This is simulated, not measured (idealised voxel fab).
process module | voxel transistor to metal
Section cut is 190 nm wide and gridded with 5 nm square cells.
Cross-sections here: square-cell grids, written as top-down lists of bands, a band being one or more rows of cells. What a band's entry tells you: where the top is and where the bottom is, as heights in nm, and after that what lies inside, material by material from left to right, each with its width in nm. Empty space is written as the word "blank", and a single material marked with the word "edge to edge" occupies the band from edge to edge. The level at which height equals 0 is the one under which the wafer, as it arrives, is entirely one material. No lower edge exists for the bottom band, which continues downward and is notated as in "0 and below". Top row gets the first number, bottom row gets the second, and each row in between changes by the same step: that is how a band width like "30..40" works. Given "no alterations made" for a step, no cell of the cross-section differs between before and after that step. So "Closed void entries" is basically the list of trapped voids: any empty space of 8 cells or more that can't reach the top through an opening. They're written width x height at distance, the distance being from the left edge, and it's all nm. Read whatever lies past the settings on a step's line as the simulator's own remark about the step. overlay nm: mask offset rightward from planned place, masked step; negative means leftward offset.

Listed below are the process steps as planned:
1. RECEIVE,material Si
2. OXIDIZE,depth nm 5
3. CONFORMAL_DEP,material SiN,thk nm 15
4. MASKED_ETCH,tone cover,mask id ACTIVE,width nm 100,etch materials SiN,depth nm 15,overlay nm 0
5. MASKED_ETCH,tone cover,mask id ACTIVE,width nm 100,etch materials SiO2,depth nm 5,overlay nm 0
6. MASKED_ETCH,tone cover,mask id ACTIVE,width nm 100,etch materials Si,depth nm 30,overlay nm 0
7. FILL_DEP,material SiO2,thk nm 15
8. CMP,height nm 15
9. SELECTIVE_ETCH,etch materials SiO2,depth nm 5
10. STRIP,etch materials SiN
11. SELECTIVE_ETCH,etch materials SiO2,depth nm 5
12. OXIDIZE,depth nm 5
13. DIRECTIONAL_DEP,material polySi,thk nm 25
14. DIRECTIONAL_DEP,material SiCN,thk nm 15
15. MASKED_ETCH,tone cover,mask id GATE,width nm 20,etch materials SiCN,depth nm 25,overlay nm 0
16. MASKED_ETCH,tone cover,mask id GATE,width nm 20,etch materials polySi,depth nm 35,overlay nm 0
17. CONFORMAL_DEP,material SiN,thk nm 10
18. DIRECTIONAL_ETCH,etch materials SiN,depth nm 10
19. DIRECTIONAL_ETCH,etch materials SiO2,depth nm 5
20. DIRECTIONAL_ETCH,etch materials Si,depth nm 5
21. EPI,material nSi,thk nm 5
22. FILL_DEP,material SiO2,thk nm 5
23. CMP,height nm 35
24. DIRECTIONAL_DEP,material SiO2,thk nm 15
25. MASKED_ETCH,tone open,mask id CONTACT,width nm 20,pitch nm 70,etch materials SiO2,depth nm 60,overlay nm 0
26. CONFORMAL_DEP,material TiN,thk nm 5
27. FILL_DEP,material Ru,thk nm 10
28. CMP,height nm 50
29. DIRECTIONAL_DEP,material TiN,thk nm 5
30. DIRECTIONAL_DEP,material Ru,thk nm 15
31. PATTERN,tone cover,mask id METAL_1,material resist,width nm 20,pitch nm 70,thk nm 20,overlay nm 0
32. DIRECTIONAL_ETCH,etch materials Ru,depth nm 15
33. DIRECTIONAL_ETCH,etch materials TiN,depth nm 5
34. STRIP,etch materials resist
35. CONFORMAL_DEP,material SiN,thk nm 5
36. FILL_DEP,material SiO2,thk nm 5
37. CMP,height nm 70
38. CONFORMAL_DEP,material SiCN,thk nm 5

The following pertains to the first of two wafers, which was processed as planned:

Cross-section: wafer on arrival = after step 1:
  0 and below  Si edge to edge
  Closed void entries: none

So this is the wafer cross-section right after step 2:
  0 down to -5  SiO2 edge to edge
  Everything below -5 is unchanged.

So this is the wafer cross-section right after step 3:
  15 down to 0  SiN edge to edge
  Everything below 0 is unchanged.

So this is the wafer cross-section right after step 4:
  15 down to 0  blank: 45 | SiN: 100 | blank: 45
  Everything below 0 is unchanged.

So this is the wafer cross-section right after step 5:
  15 down to 0  blank: 45 | SiN: 100 | blank: 45
  0 down to -5  blank: 45 | SiO2: 100 | blank: 45
  Everything below -5 is unchanged.

So this is the wafer cross-section right after step 6:
  15 down to 0  blank: 45 | SiN: 100 | blank: 45
  0 down to -5  blank: 45 | SiO2: 100 | blank: 45
  -5 down to -35  blank: 45 | Si: 100 | blank: 45
  Everything below -35 is unchanged.

So this is the wafer cross-section right after step 7:
  30 down to 15  SiO2 edge to edge
  15 down to 0  SiO2: 45 | SiN: 100 | SiO2: 45
  0 down to -5  SiO2 edge to edge
  -5 down to -35  SiO2: 45 | Si: 100 | SiO2: 45
  Everything below -35 is unchanged.

So this is the wafer cross-section right after step 8:
  15 down to 0  SiO2: 45 | SiN: 100 | SiO2: 45
  Everything below 0 is unchanged.

So this is the wafer cross-section right after step 9:
  15 down to 10  blank: 45 | SiN: 100 | blank: 45
  Everything below 10 is unchanged.

So this is the wafer cross-section right after step 10:
  10 down to 0  SiO2: 45 | blank: 100 | SiO2: 45
  Everything below 0 is unchanged.

So this is the wafer cross-section right after step 11:
  5 down to -5  SiO2: 40 | blank: 110 | SiO2: 40
  Everything below -5 is unchanged.

So this is the wafer cross-section right after step 12:
  5 down to -5  SiO2: 40 | blank: 110 | SiO2: 40
  -5 down to -10  SiO2 edge to edge
  Everything below -10 is unchanged.

So this is the wafer cross-section right after step 13:
  30 down to 20  polySi: 40 | blank: 110 | polySi: 40
  20 down to 5  polySi edge to edge
  5 down to -5  SiO2: 40 | polySi: 110 | SiO2: 40
  Everything below -5 is unchanged.

So this is the wafer cross-section right after step 14:
  45 down to 35  SiCN: 40 | blank: 110 | SiCN: 40
  35 down to 30  SiCN edge to edge
  30 down to 20  polySi: 40 | SiCN: 110 | polySi: 40
  Everything below 20 is unchanged.

So this is the wafer cross-section right after step 15:
  35 down to 30  blank: 85 | SiCN: 20 | blank: 85
  30 down to 20  polySi: 40 | blank: 45 | SiCN: 20 | blank: 45 | polySi: 40
  Everything below 20 is unchanged.

So this is the wafer cross-section right after step 16:
  35 down to 20  blank: 85 | SiCN: 20 | blank: 85
  20 down to 5  blank: 85 | polySi: 20 | blank: 85
  5 down to -5  SiO2: 40 | blank: 45 | polySi: 20 | blank: 45 | SiO2: 40
  Everything below -5 is unchanged.

So this is the wafer cross-section right after step 17:
  45 down to 35  blank: 75 | SiN: 40 | blank: 75
  35 down to 20  blank: 75 | SiN: 10 | SiCN: 20 | SiN: 10 | blank: 75
  20 down to 15  blank: 75 | SiN: 10 | polySi: 20 | SiN: 10 | blank: 75
  15 down to 5  SiN: 50 | blank: 25 | SiN: 10 | polySi: 20 | SiN: 10 | blank: 25 | SiN: 50
  5 down to -5  SiO2: 40 | SiN: 45 | polySi: 20 | SiN: 45 | SiO2: 40
  Everything below -5 is unchanged.

So this is the wafer cross-section right after step 18:
  35 down to 20  blank: 75 | SiN: 10 | SiCN: 20 | SiN: 10 | blank: 75
  20 down to 5  blank: 75 | SiN: 10 | polySi: 20 | SiN: 10 | blank: 75
  5 down to -5  SiO2: 40 | SiN: 10 | blank: 25 | SiN: 10 | polySi: 20 | SiN: 10 | blank: 25 | SiN: 10 | SiO2: 40
  Everything below -5 is unchanged.

So this is the wafer cross-section right after step 19:
  35 down to 20  blank: 75 | SiN: 10 | SiCN: 20 | SiN: 10 | blank: 75
  20 down to 5  blank: 75 | SiN: 10 | polySi: 20 | SiN: 10 | blank: 75
  5 down to 0  blank: 40 | SiN: 10 | blank: 25 | SiN: 10 | polySi: 20 | SiN: 10 | blank: 25 | SiN: 10 | blank: 40
  0 down to -5  SiO2: 40 | SiN: 10 | blank: 25 | SiN: 10 | polySi: 20 | SiN: 10 | blank: 25 | SiN: 10 | SiO2: 40
  -5 down to -10  SiO2: 50 | blank: 25 | SiO2: 40 | blank: 25 | SiO2: 50
  Everything below -10 is unchanged.

So this is the wafer cross-section right after step 20:
  35 down to 20  blank: 75 | SiN: 10 | SiCN: 20 | SiN: 10 | blank: 75
  20 down to 5  blank: 75 | SiN: 10 | polySi: 20 | SiN: 10 | blank: 75
  5 down to 0  blank: 40 | SiN: 10 | blank: 25 | SiN: 10 | polySi: 20 | SiN: 10 | blank: 25 | SiN: 10 | blank: 40
  0 down to -5  SiO2: 40 | SiN: 10 | blank: 25 | SiN: 10 | polySi: 20 | SiN: 10 | blank: 25 | SiN: 10 | SiO2: 40
  -5 down to -10  SiO2: 50 | blank: 25 | SiO2: 40 | blank: 25 | SiO2: 50
  -10 down to -15  SiO2: 45 | Si: 5 | blank: 25 | Si: 40 | blank: 25 | Si: 5 | SiO2: 45
  Everything below -15 is unchanged.

So this is the wafer cross-section right after step 21:
  35 down to 20  blank: 75 | SiN: 10 | SiCN: 20 | SiN: 10 | blank: 75
  20 down to 5  blank: 75 | SiN: 10 | polySi: 20 | SiN: 10 | blank: 75
  5 down to 0  blank: 40 | SiN: 10 | blank: 25 | SiN: 10 | polySi: 20 | SiN: 10 | blank: 25 | SiN: 10 | blank: 40
  0 down to -5  SiO2: 40 | SiN: 10 | blank: 25 | SiN: 10 | polySi: 20 | SiN: 10 | blank: 25 | SiN: 10 | SiO2: 40
  -5 down to -10  SiO2: 50 | nSi: 5 | blank: 15 | nSi: 5 | SiO2: 40 | nSi: 5 | blank: 15 | nSi: 5 | SiO2: 50
  -10 down to -15  SiO2: 45 | Si: 5 | nSi: 25 | Si: 40 | nSi: 25 | Si: 5 | SiO2: 45
  Everything below -15 is unchanged.

So this is the wafer cross-section right after step 22:
  40 down to 35  SiO2 edge to edge
  35 down to 20  SiO2: 75 | SiN: 10 | SiCN: 20 | SiN: 10 | SiO2: 75
  20 down to 5  SiO2: 75 | SiN: 10 | polySi: 20 | SiN: 10 | SiO2: 75
  5 down to -5  SiO2: 40 | SiN: 10 | SiO2: 25 | SiN: 10 | polySi: 20 | SiN: 10 | SiO2: 25 | SiN: 10 | SiO2: 40
  -5 down to -10  SiO2: 50 | nSi: 5 | SiO2: 15 | nSi: 5 | SiO2: 40 | nSi: 5 | SiO2: 15 | nSi: 5 | SiO2: 50
  Everything below -10 is unchanged.

So this is the wafer cross-section right after step 23:
  35 down to 20  SiO2: 75 | SiN: 10 | SiCN: 20 | SiN: 10 | SiO2: 75
  Everything below 20 is unchanged.

So this is the wafer cross-section right after step 24:
  50 down to 35  SiO2 edge to edge
  Everything below 35 is unchanged.

So this is the wafer cross-section right after step 25:
  50 down to 35  SiO2: 50 | blank: 20 | SiO2: 50 | blank: 20 | SiO2: 50
  35 down to 20  SiO2: 50 | blank: 20 | SiO2: 5 | SiN: 10 | SiCN: 20 | SiN: 10 | SiO2: 5 | blank: 20 | SiO2: 50
  20 down to 5  SiO2: 50 | blank: 20 | SiO2: 5 | SiN: 10 | polySi: 20 | SiN: 10 | SiO2: 5 | blank: 20 | SiO2: 50
  5 down to -5  SiO2: 40 | SiN: 10 | blank: 20 | SiO2: 5 | SiN: 10 | polySi: 20 | SiN: 10 | SiO2: 5 | blank: 20 | SiN: 10 | SiO2: 40
  -5 down to -10  SiO2: 50 | nSi: 5 | blank: 15 | nSi: 5 | SiO2: 40 | nSi: 5 | blank: 15 | nSi: 5 | SiO2: 50
  Everything below -10 is unchanged.

So this is the wafer cross-section right after step 26:
  55 down to 50  TiN: 55 | blank: 10 | TiN: 60 | blank: 10 | TiN: 55
  50 down to 35  SiO2: 50 | TiN: 5 | blank: 10 | TiN: 5 | SiO2: 50 | TiN: 5 | blank: 10 | TiN: 5 | SiO2: 50
  35 down to 20  SiO2: 50 | TiN: 5 | blank: 10 | TiN: 5 | SiO2: 5 | SiN: 10 | SiCN: 20 | SiN: 10 | SiO2: 5 | TiN: 5 | blank: 10 | TiN: 5 | SiO2: 50
  20 down to 5  SiO2: 50 | TiN: 5 | blank: 10 | TiN: 5 | SiO2: 5 | SiN: 10 | polySi: 20 | SiN: 10 | SiO2: 5 | TiN: 5 | blank: 10 | TiN: 5 | SiO2: 50
  5 down to -5  SiO2: 40 | SiN: 10 | TiN: 5..10 | blank: 10..5 | TiN: 5 | SiO2: 5 | SiN: 10 | polySi: 20 | SiN: 10 | SiO2: 5 | TiN: 5 | blank: 10..5 | TiN: 5..10 | SiN: 10 | SiO2: 40
  -5 down to -10  SiO2: 50 | nSi: 5 | TiN: 15 | nSi: 5 | SiO2: 40 | nSi: 5 | TiN: 15 | nSi: 5 | SiO2: 50
  Everything below -10 is unchanged.

So this is the wafer cross-section right after step 27:
  65 down to 55  Ru edge to edge
  55 down to 50  TiN: 55 | Ru: 10 | TiN: 60 | Ru: 10 | TiN: 55
  50 down to 35  SiO2: 50 | TiN: 5 | Ru: 10 | TiN: 5 | SiO2: 50 | TiN: 5 | Ru: 10 | TiN: 5 | SiO2: 50
  35 down to 20  SiO2: 50 | TiN: 5 | Ru: 10 | TiN: 5 | SiO2: 5 | SiN: 10 | SiCN: 20 | SiN: 10 | SiO2: 5 | TiN: 5 | Ru: 10 | TiN: 5 | SiO2: 50
  20 down to 5  SiO2: 50 | TiN: 5 | Ru: 10 | TiN: 5 | SiO2: 5 | SiN: 10 | polySi: 20 | SiN: 10 | SiO2: 5 | TiN: 5 | Ru: 10 | TiN: 5 | SiO2: 50
  5 down to -5  SiO2: 40 | SiN: 10 | TiN: 5..10 | Ru: 10..5 | TiN: 5 | SiO2: 5 | SiN: 10 | polySi: 20 | SiN: 10 | SiO2: 5 | TiN: 5 | Ru: 10..5 | TiN: 5..10 | SiN: 10 | SiO2: 40
  Everything below -5 is unchanged.

So this is the wafer cross-section right after step 28:
  50 down to 35  SiO2: 50 | TiN: 5 | Ru: 10 | TiN: 5 | SiO2: 50 | TiN: 5 | Ru: 10 | TiN: 5 | SiO2: 50
  Everything below 35 is unchanged.

So this is the wafer cross-section right after step 29:
  55 down to 50  TiN edge to edge
  Everything below 50 is unchanged.

So this is the wafer cross-section right after step 30:
  70 down to 55  Ru edge to edge
  Everything below 55 is unchanged.

So this is the wafer cross-section right after step 31:
  90 down to 70  blank: 50 | resist: 20 | blank: 50 | resist: 20 | blank: 50
  Everything below 70 is unchanged.

So this is the wafer cross-section right after step 32:
  90 down to 70  blank: 50 | resist: 20 | blank: 50 | resist: 20 | blank: 50
  70 down to 55  blank: 50 | Ru: 20 | blank: 50 | Ru: 20 | blank: 50
  Everything below 55 is unchanged.

So this is the wafer cross-section right after step 33:
  90 down to 70  blank: 50 | resist: 20 | blank: 50 | resist: 20 | blank: 50
  70 down to 55  blank: 50 | Ru: 20 | blank: 50 | Ru: 20 | blank: 50
  55 down to 50  blank: 50 | TiN: 20 | blank: 50 | TiN: 20 | blank: 50
  Everything below 50 is unchanged.

So this is the wafer cross-section right after step 34:
  70 down to 55  blank: 50 | Ru: 20 | blank: 50 | Ru: 20 | blank: 50
  Everything below 55 is unchanged.

So this is the wafer cross-section right after step 35:
  75 down to 70  blank: 45 | SiN: 30 | blank: 40 | SiN: 30 | blank: 45
  70 down to 55  blank: 45 | SiN: 5 | Ru: 20 | SiN: 5 | blank: 40 | SiN: 5 | Ru: 20 | SiN: 5 | blank: 45
  55 down to 50  SiN: 50 | TiN: 20 | SiN: 50 | TiN: 20 | SiN: 50
  Everything below 50 is unchanged.

So this is the wafer cross-section right after step 36:
  80 down to 75  SiO2 edge to edge
  75 down to 70  SiO2: 45 | SiN: 30 | SiO2: 40 | SiN: 30 | SiO2: 45
  70 down to 55  SiO2: 45 | SiN: 5 | Ru: 20 | SiN: 5 | SiO2: 40 | SiN: 5 | Ru: 20 | SiN: 5 | SiO2: 45
  Everything below 55 is unchanged.

So this is the wafer cross-section right after step 37:
  70 down to 55  SiO2: 45 | SiN: 5 | Ru: 20 | SiN: 5 | SiO2: 40 | SiN: 5 | Ru: 20 | SiN: 5 | SiO2: 45
  Everything below 55 is unchanged.

So this is the wafer cross-section right after step 38:
  75 down to 70  SiCN edge to edge
  Everything below 70 is unchanged.

Regarding the second of the two wafers: it shared the first wafer's starting condition and process plan, yet one error occurred during its execution. Its history coincides with that of the first wafer up to and including step 30:

Second wafer at the planned finish of step 31, seen in cross-section:
  90 down to 70  blank: 45 | resist: 20 | blank: 50 | resist: 20 | blank: 55
  Everything below 70 is unchanged.

Second wafer at the planned finish of step 32, seen in cross-section:
  90 down to 70  blank: 45 | resist: 20 | blank: 50 | resist: 20 | blank: 55
  70 down to 55  blank: 45 | Ru: 20 | blank: 50 | Ru: 20 | blank: 55
  Everything below 55 is unchanged.

Second wafer at the planned finish of step 33, seen in cross-section:
  90 down to 70  blank: 45 | resist: 20 | blank: 50 | resist: 20 | blank: 55
  70 down to 55  blank: 45 | Ru: 20 | blank: 50 | Ru: 20 | blank: 55
  55 down to 50  blank: 45 | TiN: 20 | blank: 50 | TiN: 20 | blank: 55
  Everything below 50 is unchanged.

Second wafer at the planned finish of step 34, seen in cross-section:
  70 down to 55  blank: 45 | Ru: 20 | blank: 50 | Ru: 20 | blank: 55
  Everything below 55 is unchanged.

Second wafer at the planned finish of step 35, seen in cross-section:
  75 down to 70  blank: 40 | SiN: 30 | blank: 40 | SiN: 30 | blank: 50
  70 down to 55  blank: 40 | SiN: 5 | Ru: 20 | SiN: 5 | blank: 40 | SiN: 5 | Ru: 20 | SiN: 5 | blank: 50
  55 down to 50  SiN: 45 | TiN: 20 | SiN: 50 | TiN: 20 | SiN: 55
  Everything below 50 is unchanged.

Second wafer at the planned finish of step 36, seen in cross-section:
  80 down to 75  SiO2 edge to edge
  75 down to 70  SiO2: 40 | SiN: 30 | SiO2: 40 | SiN: 30 | SiO2: 50
  70 down to 55  SiO2: 40 | SiN: 5 | Ru: 20 | SiN: 5 | SiO2: 40 | SiN: 5 | Ru: 20 | SiN: 5 | SiO2: 50
  Everything below 55 is unchanged.

Second wafer at the planned finish of step 37, seen in cross-section:
  70 down to 55  SiO2: 40 | SiN: 5 | Ru: 20 | SiN: 5 | SiO2: 40 | SiN: 5 | Ru: 20 | SiN: 5 | SiO2: 50
  Everything below 55 is unchanged.

Second wafer at the planned finish of step 38, seen in cross-section:
  75 down to 70  SiCN edge to edge
  Everything below 70 is unchanged.
Nonconformance to the process plan: for step 31, the planned setting was not used; the step was instead run as PATTERN,tone cover,mask id METAL_1,material resist,width nm 20,pitch nm 70,thk nm 20,overlay nm -5
At the close, every material occupies the same number of cells on the second wafer as on the first, only in different positions.
